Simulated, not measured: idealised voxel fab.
The name of this process module is voxel spacer lines.
The figure presents cross-section cut, which has a width of 215 nm and is divided into square cells with an edge length of 5 nm.
Heads up, the way a cross-section reads in here is a grid of square cells, handed over as bands from the top down, with every band being one or more rows of cells.
In this notation a band is specified by the heights of its top and bottom, in that order and in nm, after which its materials appear from left to right, each paired with its width in nm. The word "edge to edge" attached to a single material means that material fills the band from edge to edge; the word "blank" stands for empty space.
Height reference: 0 = level under which incoming wafer is all one material. Lowest band: no bottom, runs on downward, e.g. "0 down".
Graded width ("30 to 40"): value in top row of band = first number; value in bottom row = second number; row-to-row change constant.
The cross-section has no changed cell in any step marked "remained unchanged".
Voids not open to the top, 8 cells minimum: see "Closed cavity list". Written width x height at distance; distance is from the left edge; nm.
On a step's line, text after the settings is the simulator commenting on that step.
The line of a step may include "overlay nm". On a step with a mask, this value is how far to the right of its planned place the mask lay. A negative value means the mask lay to the left.

### Process steps (planned)
1,RECEIVE with material Si
2,CONFORMAL_DEP with material Al2O3, thk nm 10
3,DIRECTIONAL_DEP with material SiN, thk nm 15
4,DIRECTIONAL_DEP with material polySi, thk nm 30
5,PATTERN with tone cover, mask id MANDREL, material resist, width nm 20, pitch nm 60, thk nm 35, overlay nm -15
6,DIRECTIONAL_ETCH with etch materials polySi, depth nm 30
7,STRIP with etch materials resist
8,CONFORMAL_DEP with material SiO2, thk nm 10
9,DIRECTIONAL_ETCH with etch materials SiO2, depth nm 10
10,STRIP with etch materials polySi
11,DIRECTIONAL_ETCH with etch materials SiN, depth nm 15
12,STRIP with etch materials SiO2
The wafers in this document start out alike and differ in the overlay nm applied at step 5; the plan shows the value used for the first wafer.

### Cross-section of the first incoming wafer of several, state after step 1
  0 down  Si edge to edge
  Closed cavity list: none

### Table: wafers, a row each; end-of-module cell change per material since receipt, gain (+), loss (-); then closed voids
overlay nm -15; +86 Al2O3; +24 SiN; Closed cavity list: none
overlay nm -10; +86 Al2O3; +24 SiN; Closed cavity list: none
overlay nm -5; +86 Al2O3; +24 SiN; Closed cavity list: none
overlay nm 0; +86 Al2O3; +24 SiN; Closed cavity list: none
overlay nm 5; +86 Al2O3; +24 SiN; Closed cavity list: none
overlay nm 10; +86 Al2O3; +24 SiN; Closed cavity list: none
overlay nm 15; +86 Al2O3; +24 SiN; Closed cavity list: none
